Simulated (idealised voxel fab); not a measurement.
process module | voxel transistor to metal
cross-section cut | 150 nm wide | cells 5 nm
A cross-section is a grid of square cells, given in bands from the top down. A band is one or more rows of cells.
Each band's line starts with the height of the band's top and of its bottom, in nm. Then come its materials from left to right, each with its width in nm. One material with "throughout" fills the band from edge to edge. "air" is empty space.
Height 0 is the level under which the wafer as received is all one material. The lowest band goes on downwards, as in "0 down".
A width such as "30 to 40" changes by the same amount from each row of cells to the next, from the band's top row to its bottom row.
"no change" after a step means that no cell of the cross-section changed.
closed voids: empty space of 8 cells or more with no open way to the top, each as width x height at its distance from the left edge, in nm
after a step's settings: what the simulator itself notes on the step
overlay nm, on a step with a mask: how far to the right of its planned place the mask lay; to the left if negative
plan
1 op RECEIVE | material Si
2 op OXIDIZE | depth nm 5
3 op CONFORMAL_DEP | material SiN | thk nm 10
4 op PATTERN | tone cover | mask id ACTIVE | material resist | width nm 120 | thk nm 15 | overlay nm 0
5 op DIRECTIONAL_ETCH | etch materials SiN | depth nm 10
6 op DIRECTIONAL_ETCH | etch materials SiO2 | depth nm 5
7 op DIRECTIONAL_ETCH | etch materials Si | depth nm 35
8 op STRIP | etch materials resist
9 op FILL_DEP | material SiO2 | thk nm 10
10 op CMP | height nm 10
11 op SELECTIVE_ETCH | etch materials SiO2 | depth nm 10
12 op STRIP | etch materials SiN
13 op SELECTIVE_ETCH | etch materials SiO2 | depth nm 5
14 op OXIDIZE | depth nm 5
15 op DIRECTIONAL_DEP | material polySi | thk nm 20
16 op DIRECTIONAL_DEP | material SiCN | thk nm 15
17 op MASKED_ETCH | tone cover | mask id GATE | width nm 30 | etch materials SiCN | depth nm 25 | overlay nm 0
18 op MASKED_ETCH | tone cover | mask id GATE | width nm 30 | etch materials polySi | depth nm 30 | overlay nm 0
19 op CONFORMAL_DEP | material SiO2 | thk nm 5
20 op DIRECTIONAL_ETCH | etch materials SiO2 | depth nm 5
21 op CONFORMAL_DEP | material SiN | thk nm 10
22 op DIRECTIONAL_ETCH | etch materials SiN | depth nm 10
23 op DIRECTIONAL_ETCH | etch materials SiO2 | depth nm 5
24 op DIRECTIONAL_ETCH | etch materials Si | depth nm 5
25 op EPI | material nSi | thk nm 5
26 op FILL_DEP | material SiO2 | thk nm 5
27 op CMP | height nm 15
28 op STRIP | etch materials polySi
29 op SELECTIVE_ETCH | etch materials SiO2 | depth nm 5
30 op CONFORMAL_DEP | material HfO2 | thk nm 5
31 op CONFORMAL_DEP | material TiN | thk nm 5
32 op FILL_DEP | material W | thk nm 5
33 op CMP | height nm 10
34 op DIRECTIONAL_DEP | material SiO2 | thk nm 15
35 op PATTERN | tone open | mask id CONTACT | material resist | width nm 20 | pitch nm 90 | thk nm 15 | overlay nm 0
36 op DIRECTIONAL_ETCH | etch materials SiO2 | depth nm 35
37 op STRIP | etch materials resist
38 op CONFORMAL_DEP | material TiN | thk nm 5
39 op FILL_DEP | material W | thk nm 10
40 op CMP | height nm 25
41 op CONFORMAL_DEP | material SiCN | thk nm 5
42 op DIRECTIONAL_DEP | material lowk | thk nm 25
43 op MASKED_ETCH | tone open | mask id METAL_1 | width nm 20 | pitch nm 90 | etch materials lowk | depth nm 25 | overlay nm 0
44 op MASKED_ETCH | tone open | mask id METAL_1 | width nm 20 | pitch nm 90 | etch materials SiCN | depth nm 5 | overlay nm 0
45 op CONFORMAL_DEP | material TiN | thk nm 5
46 op FILL_DEP | material Cu | thk nm 10
47 op CMP | height nm 55
48 op CONFORMAL_DEP | material SiCN | thk nm 5
49 op DIRECTIONAL_DEP | material lowk | thk nm 25
50 op DIRECTIONAL_DEP | material aC | thk nm 10
51 op PATTERN | tone open | mask id METAL_2 | material resist | width nm 20 | pitch nm 90 | thk nm 30 | overlay nm 0
52 op DIRECTIONAL_ETCH | etch materials aC | depth nm 10
53 op STRIP | etch materials resist
54 op DIRECTIONAL_ETCH | etch materials lowk | depth nm 15
55 op STRIP | etch materials aC
56 op DIRECTIONAL_DEP | material aC | thk nm 15
57 op PATTERN | tone open | mask id METAL_2_HOLES | material resist | width nm 15 | pitch nm 90 | thk nm 30 | overlay nm 0
58 op DIRECTIONAL_ETCH | etch materials aC | depth nm 15
59 op STRIP | etch materials resist
60 op DIRECTIONAL_ETCH | etch materials lowk | depth nm 10
61 op DIRECTIONAL_ETCH | etch materials SiCN | depth nm 5
62 op STRIP | etch materials aC
63 op CONFORMAL_DEP | material TiN | thk nm 5
64 op FILL_DEP | material Ru | thk nm 10
65 op CMP | height nm 85
66 op CONFORMAL_DEP | material SiN | thk nm 5
as received, after step 1
  0 down: Si throughout
  closed voids: none
a wafer at the end: this start, this plan, one mistake
  90 to 85: SiN throughout
  85 to 75: lowk 15 | TiN 5 to 10 | Ru 15 to 10 | TiN 5 | lowk 65 | TiN 5 to 10 | Ru 15 to 10 | TiN 5 | lowk 20
  75 to 70: lowk 20 | TiN 20 | lowk 70 | TiN 20 | lowk 20
  70 to 60: lowk 20 | TiN 10 | lowk 80 | TiN 10 | lowk 30
  60 to 55: SiCN 20 | TiN 10 | SiCN 80 | TiN 10 | SiCN 30
  55 to 30: lowk 20 | TiN 5 | Cu 10 | TiN 5 | lowk 70 | TiN 5 | Cu 10 | TiN 5 | lowk 20
  30 to 25: SiCN 20 | TiN 20 | SiCN 70 | TiN 20 | SiCN 20
  25 to 10: SiO2 20 | TiN 5 | W 10 | TiN 5 | SiO2 70 | TiN 5 | W 10 | TiN 5 | SiO2 20
  10 to 0: SiO2 20 | TiN 5 | W 10 | TiN 5 | SiO2 5 | SiN 10 | HfO2 5 | TiN 5 | W 20 | TiN 5 | HfO2 5 | SiN 10 | SiO2 5 | TiN 5 | W 10 | TiN 5 | SiO2 20
  0 to -5: SiO2 20 | TiN 5 | W 10 | TiN 5 | SiO2 5 | SiN 10 | HfO2 5 | TiN 30 | HfO2 5 | SiN 10 | SiO2 5 | TiN 5 | W 10 | TiN 5 | SiO2 20
  -5 to -10: SiO2 20 | TiN 20 | nSi 5 | SiO2 10 | HfO2 40 | SiO2 10 | nSi 5 | TiN 20 | SiO2 20
  -10 to -15: SiO2 15 | nSi 30 | Si 60 | nSi 30 | SiO2 15
  -15 to -40: SiO2 15 | Si 120 | SiO2 15
  -40 down: Si throughout
  closed voids: none
what went wrong: step 57 ran as: op PATTERN | tone open | mask id METAL_2_HOLES | material resist | width nm 15 | pitch nm 90 | thk nm 30 | overlay nm -5
